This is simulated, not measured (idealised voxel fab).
process module | voxel gate over fins
cross-section cut | 155 nm wide | cells 5 nm
A cross-section is a grid of square cells, given in bands from the top down. A band is one or more rows of cells.
Each band's line starts with the height of the band's top and of its bottom, in nm. Then come its materials from left to right, each with its width in nm. One material with "throughout" fills the band from edge to edge. "air" is empty space.
Height 0 is the level under which the wafer as received is all one material. The lowest band goes on downwards, as in "0 down".
A width such as "30 to 40" changes by the same amount from each row of cells to the next, from the band's top row to its bottom row.
"no change" after a step means that no cell of the cross-section changed.
closed voids: empty space of 8 cells or more with no open way to the top, each as width x height at its distance from the left edge, in nm
after a step's settings: what the simulator itself notes on the step
overlay nm, on a step with a mask: how far to the right of its planned place the mask lay; to the left if negative
plan
1 op RECEIVE | material Si
2 op CONFORMAL_DEP | material SiN | thk nm 5
3 op PATTERN | tone cover | mask id FINS | material resist | width nm 15 | pitch nm 35 | thk nm 15 | overlay nm 0
4 op DIRECTIONAL_ETCH | etch materials SiN | depth nm 5
5 op DIRECTIONAL_ETCH | etch materials Si | depth nm 30
6 op STRIP | etch materials resist
7 op OXIDIZE | depth nm 5
8 op FILL_DEP | material SiO2 | thk nm 15
9 op CMP | height nm 5
10 op SELECTIVE_ETCH | etch materials SiO2 | depth nm 15
11 op STRIP | etch materials SiN
12 op CONFORMAL_DEP | material HfO2 | thk nm 5
13 op CONFORMAL_DEP | material TiN | thk nm 5
14 op FILL_DEP | material W | thk nm 10
15 op CMP | height nm 15
16 op CONFORMAL_DEP | material SiCN | thk nm 10
as received, after step 1
  0 down: Si throughout
  closed voids: none
a wafer at the end: this start, this plan, one mistake
  25 to 15: SiCN throughout
  15 to 5: W throughout
  5 to 0: W 50 | TiN 15 | W 20 | TiN 15 | W 55
  0 to -5: W 50 | TiN 5 | Si 5 | TiN 5 | W 20 | TiN 5 | Si 5 | TiN 5 | W 55
  -5 to -10: TiN 55 | Si 5 | TiN 30 | Si 5 | TiN 60
  -10 to -35: SiO2 55 | Si 5 | SiO2 30 | Si 5 | SiO2 60
  -35 down: Si throughout
  closed voids: none
what went wrong: step 12 was left out
